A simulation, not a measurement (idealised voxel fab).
The process module presented herein is designated voxel self aligned contacts.
Shown is cross-section cut, with a width of 250 nm and square cells of size 5 nm.
Reading order for cross-sections: top band down to bottom band. Underlying form: a grid of square cells. Band size: one or more rows of cells.
Heights first: top, then bottom, in nm. Then materials, left to right, each with a width in nm. "throughout" on a single material: fills the band edge to edge. "empty": empty space.
Heads up on the height convention: 0 is the point under which the incoming wafer is all one material, and the lowest band has no bottom, it just keeps going down, like "0 down".
When a width is written as two numbers, as in "30..40", the first number is the width in the top row of cells of the band and the second is the width in its bottom row, and the width changes by the same amount from each row to the next.
Reading "all unchanged" for a step: not a cell of the cross-section changed in it.
This entry, "Closed void inventory", enumerates those empty regions of no fewer than 8 cells that possess no open connection to the top. Each region is reported in the form width x height at distance, the distance being taken from the left edge, with all three quantities expressed in nm.
Past the settings on a step's line: simulator remark, on that step.
The optional step-line setting "overlay nm" applies to steps with a mask and quantifies how far to the right of its planned location the mask lay, a negative value indicating leftward placement.
# The steps planned for the process are as follows
1 RECEIVE (material Si)
2 OXIDIZE (depth nm 5)
3 DIRECTIONAL_DEP (material polySi; thk nm 30)
4 DIRECTIONAL_DEP (material SiN; thk nm 15)
5 DIRECTIONAL_DEP (material aC; thk nm 10)
6 PATTERN (tone cover; mask id GATE; material resist; width nm 20; pitch nm 55; thk nm 25; overlay nm 0)
7 DIRECTIONAL_ETCH (etch materials aC; depth nm 10)
8 STRIP (etch materials resist)
9 DIRECTIONAL_ETCH (etch materials SiN; depth nm 15)
10 DIRECTIONAL_ETCH (etch materials polySi; depth nm 30)
11 STRIP (etch materials aC)
12 CONFORMAL_DEP (material SiN; thk nm 5)
13 DIRECTIONAL_ETCH (etch materials SiN; depth nm 5)
14 FILL_DEP (material SiO2; thk nm 15)
15 CMP (height nm 55)
16 DIRECTIONAL_DEP (material aC; thk nm 10)
17 PATTERN (tone open; mask id CONTACT; material resist; width nm 35; pitch nm 55; thk nm 25; overlay nm 0)
18 DIRECTIONAL_ETCH (etch materials aC; depth nm 10)
19 STRIP (etch materials resist)
20 DIRECTIONAL_ETCH (etch materials SiO2; depth nm 60)
21 STRIP (etch materials aC)
22 CONFORMAL_DEP (material TiN; thk nm 5)
23 FILL_DEP (material W; thk nm 10)
24 CMP (height nm 55)
25 CONFORMAL_DEP (material SiCN; thk nm 5)
For this document, wafers share an identical start and vary in the step 6 width nm; the plan quotes the first wafer's value.
# Cut through the first of several wafers as received, post step 1
* 0 down | Si throughout
* Closed void inventory: none
# First of several wafers in cross-section at module end, following the final step, step 25
* 60 to 55 | SiCN throughout
* 55 to 45 | SiO2 80 nm, TiN 5..10 nm, W 25..15 nm, TiN 5..10 nm, SiO2 20 nm, TiN 5..10 nm, W 25..15 nm, TiN 5..10 nm, SiO2 80 nm
* 45 to 30 | SiO2 55 nm, SiN 30 nm, TiN 5 nm, W 15 nm, TiN 5 nm, SiN 30 nm, TiN 5 nm, W 15 nm, TiN 5 nm, SiN 30 nm, SiO2 55 nm
* 30 to 0 | SiO2 55 nm, SiN 5 nm, polySi 20 nm, SiN 5 nm, TiN 5 nm, W 15 nm, TiN 5 nm, SiN 5 nm, polySi 20 nm, SiN 5 nm, TiN 5 nm, W 15 nm, TiN 5 nm, SiN 5 nm, polySi 20 nm, SiN 5 nm, SiO2 55 nm
* 0 to -5 | SiO2 85 nm, TiN 25 nm, SiO2 30 nm, TiN 25 nm, SiO2 85 nm
* -5 down | Si throughout
* Closed void inventory: none
# Showing the last wafer in cross-section at the end of the module
* 60 to 55 | SiCN throughout
* 55 to 50 | SiO2 80 nm, TiN 5 nm, W 25 nm, TiN 5 nm, SiO2 20 nm, TiN 5 nm, W 25 nm, TiN 5 nm, SiO2 80 nm
* 50 to 45 | SiO2 80 nm, TiN 35 nm, SiO2 20 nm, TiN 35 nm, SiO2 80 nm
* 45 to 30 | SiO2 45 nm, SiN 50 nm, TiN 5 nm, SiN 50 nm, TiN 5 nm, SiN 50 nm, SiO2 45 nm
* 30 to 0 | SiO2 45 nm, SiN 5 nm, polySi 40 nm, SiN 5 nm, TiN 5 nm, SiN 5 nm, polySi 40 nm, SiN 5 nm, TiN 5 nm, SiN 5 nm, polySi 40 nm, SiN 5 nm, SiO2 45 nm
* 0 to -5 | SiO2 95 nm, TiN 5 nm, SiO2 50 nm, TiN 5 nm, SiO2 95 nm
* -5 down | Si throughout
* Closed void inventory: none
# The following table contains a row per wafer, in which are reported, at the conclusion of the module, the cells of each material gained (+) or lost (-) since the wafer's receipt, with its closed voids given thereafter
width nm 20 | -50 Si | +50 SiCN | +90 SiN | +310 SiO2 | +58 TiN | +70 W | +72 polySi | Closed void inventory: none
width nm 25 | -50 Si | +50 SiCN | +99 SiN | +303 SiO2 | +58 TiN | +50 W | +90 polySi | Closed void inventory: none
width nm 30 | -50 Si | +50 SiCN | +108 SiN | +296 SiO2 | +58 TiN | +30 W | +108 polySi | Closed void inventory: none
width nm 35 | -50 Si | +50 SiCN | +117 SiN | +289 SiO2 | +58 TiN | +10 W | +126 polySi | Closed void inventory: none
width nm 40 | -50 Si | +50 SiCN | +126 SiN | +282 SiO2 | +38 TiN | +10 W | +144 polySi | Closed void inventory: none
